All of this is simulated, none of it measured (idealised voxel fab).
process module | voxel trench capacitor
cross-section cut | 240 nm wide | cells 5 nm
A cross-section is a grid of square cells, given in bands from the top down. A band is one or more rows of cells.
Each band's line starts with the height of the band's top and of its bottom, in nm. Then come its materials from left to right, each with its width in nm. One material with "throughout" fills the band from edge to edge. "air" is empty space.
Height 0 is the level under which the wafer as received is all one material. The lowest band goes on downwards, as in "0 down".
A width such as "30 to 40" changes by the same amount from each row of cells to the next, from the band's top row to its bottom row.
"no change" after a step means that no cell of the cross-section changed.
closed voids: empty space of 8 cells or more with no open way to the top, each as width x height at its distance from the left edge, in nm
after a step's settings: what the simulator itself notes on the step
overlay nm, on a step with a mask: how far to the right of its planned place the mask lay; to the left if negative
plan
1 op RECEIVE | material Si
2 op CONFORMAL_DEP | material SiN | thk nm 10
3 op MASKED_ETCH | tone open | mask id TRENCH | width nm 25 | pitch nm 40 | etch materials SiN | depth nm 10 | overlay nm 0
4 op MASKED_ETCH | tone open | mask id TRENCH | width nm 25 | pitch nm 40 | etch materials Si | depth nm 25 | overlay nm 0
5 op CONFORMAL_DEP | material Al2O3 | thk nm 5
6 op CONFORMAL_DEP | material TiN | thk nm 5
7 op FILL_DEP | material W | thk nm 10
8 op CMP | height nm 10
first wafer, as planned
as received, after step 1
  0 down: Si throughout
  closed voids: none
after step 2
  10 to 0: SiN throughout
  below 0: unchanged
after step 3
  10 to 0: SiN 45 | air 25 | SiN 15 | air 25 | SiN 15 | air 25 | SiN 15 | air 25 | SiN 50
  below 0: unchanged
after step 4
  10 to 0: SiN 45 | air 25 | SiN 15 | air 25 | SiN 15 | air 25 | SiN 15 | air 25 | SiN 50
  0 to -25: Si 45 | air 25 | Si 15 | air 25 | Si 15 | air 25 | Si 15 | air 25 | Si 50
  below -25: unchanged
after step 5
  15 to 10: Al2O3 50 | air 15 | Al2O3 25 | air 15 | Al2O3 25 | air 15 | Al2O3 25 | air 15 | Al2O3 55
  10 to 0: SiN 45 | Al2O3 5 | air 15 | Al2O3 5 | SiN 15 | Al2O3 5 | air 15 | Al2O3 5 | SiN 15 | Al2O3 5 | air 15 | Al2O3 5 | SiN 15 | Al2O3 5 | air 15 | Al2O3 5 | SiN 50
  0 to -20: Si 45 | Al2O3 5 | air 15 | Al2O3 5 | Si 15 | Al2O3 5 | air 15 | Al2O3 5 | Si 15 | Al2O3 5 | air 15 | Al2O3 5 | Si 15 | Al2O3 5 | air 15 | Al2O3 5 | Si 50
  -20 to -25: Si 45 | Al2O3 25 | Si 15 | Al2O3 25 | Si 15 | Al2O3 25 | Si 15 | Al2O3 25 | Si 50
  below -25: unchanged
after step 6
  20 to 15: TiN 55 | air 5 | TiN 35 | air 5 | TiN 35 | air 5 | TiN 35 | air 5 | TiN 60
  15 to 10: Al2O3 50 | TiN 5 | air 5 | TiN 5 | Al2O3 25 | TiN 5 | air 5 | TiN 5 | Al2O3 25 | TiN 5 | air 5 | TiN 5 | Al2O3 25 | TiN 5 | air 5 | TiN 5 | Al2O3 55
  10 to 0: SiN 45 | Al2O3 5 | TiN 5 | air 5 | TiN 5 | Al2O3 5 | SiN 15 | Al2O3 5 | TiN 5 | air 5 | TiN 5 | Al2O3 5 | SiN 15 | Al2O3 5 | TiN 5 | air 5 | TiN 5 | Al2O3 5 | SiN 15 | Al2O3 5 | TiN 5 | air 5 | TiN 5 | Al2O3 5 | SiN 50
  0 to -15: Si 45 | Al2O3 5 | TiN 5 | air 5 | TiN 5 | Al2O3 5 | Si 15 | Al2O3 5 | TiN 5 | air 5 | TiN 5 | Al2O3 5 | Si 15 | Al2O3 5 | TiN 5 | air 5 | TiN 5 | Al2O3 5 | Si 15 | Al2O3 5 | TiN 5 | air 5 | TiN 5 | Al2O3 5 | Si 50
  -15 to -20: Si 45 | Al2O3 5 | TiN 15 | Al2O3 5 | Si 15 | Al2O3 5 | TiN 15 | Al2O3 5 | Si 15 | Al2O3 5 | TiN 15 | Al2O3 5 | Si 15 | Al2O3 5 | TiN 15 | Al2O3 5 | Si 50
  below -20: unchanged
after step 7
  30 to 20: W throughout
  20 to 15: TiN 55 | W 5 | TiN 35 | W 5 | TiN 35 | W 5 | TiN 35 | W 5 | TiN 60
  15 to 10: Al2O3 50 | TiN 5 | W 5 | TiN 5 | Al2O3 25 | TiN 5 | W 5 | TiN 5 | Al2O3 25 | TiN 5 | W 5 | TiN 5 | Al2O3 25 | TiN 5 | W 5 | TiN 5 | Al2O3 55
  10 to 0: SiN 45 | Al2O3 5 | TiN 5 | W 5 | TiN 5 | Al2O3 5 | SiN 15 | Al2O3 5 | TiN 5 | W 5 | TiN 5 | Al2O3 5 | SiN 15 | Al2O3 5 | TiN 5 | W 5 | TiN 5 | Al2O3 5 | SiN 15 | Al2O3 5 | TiN 5 | W 5 | TiN 5 | Al2O3 5 | SiN 50
  0 to -15: Si 45 | Al2O3 5 | TiN 5 | W 5 | TiN 5 | Al2O3 5 | Si 15 | Al2O3 5 | TiN 5 | W 5 | TiN 5 | Al2O3 5 | Si 15 | Al2O3 5 | TiN 5 | W 5 | TiN 5 | Al2O3 5 | Si 15 | Al2O3 5 | TiN 5 | W 5 | TiN 5 | Al2O3 5 | Si 50
  below -15: unchanged
after step 8
  10 to 0: SiN 45 | Al2O3 5 | TiN 5 | W 5 | TiN 5 | Al2O3 5 | SiN 15 | Al2O3 5 | TiN 5 | W 5 | TiN 5 | Al2O3 5 | SiN 15 | Al2O3 5 | TiN 5 | W 5 | TiN 5 | Al2O3 5 | SiN 15 | Al2O3 5 | TiN 5 | W 5 | TiN 5 | Al2O3 5 | SiN 50
  below 0: unchanged
second wafer: like start, like plan, one mistake. Through step 1 it matches the first wafer
when step 2 should have ended
  10 to 0: Al2O3 throughout
  below 0: unchanged
when step 3 should have ended: no change
when step 4 should have ended: no change
when step 5 should have ended
  15 to 0: Al2O3 throughout
  below 0: unchanged
when step 6 should have ended
  20 to 15: TiN throughout
  below 15: unchanged
when step 7 should have ended
  30 to 20: W throughout
  below 20: unchanged
when step 8 should have ended
  10 to 0: Al2O3 throughout
  below 0: unchanged
what went wrong: step 2 ran as: op CONFORMAL_DEP | material Al2O3 | thk nm 10
at the end the second wafer has, in cells: 28 more of Al2O3 | 100 more of Si | 56 fewer of SiN | 52 fewer of TiN | 20 fewer of W
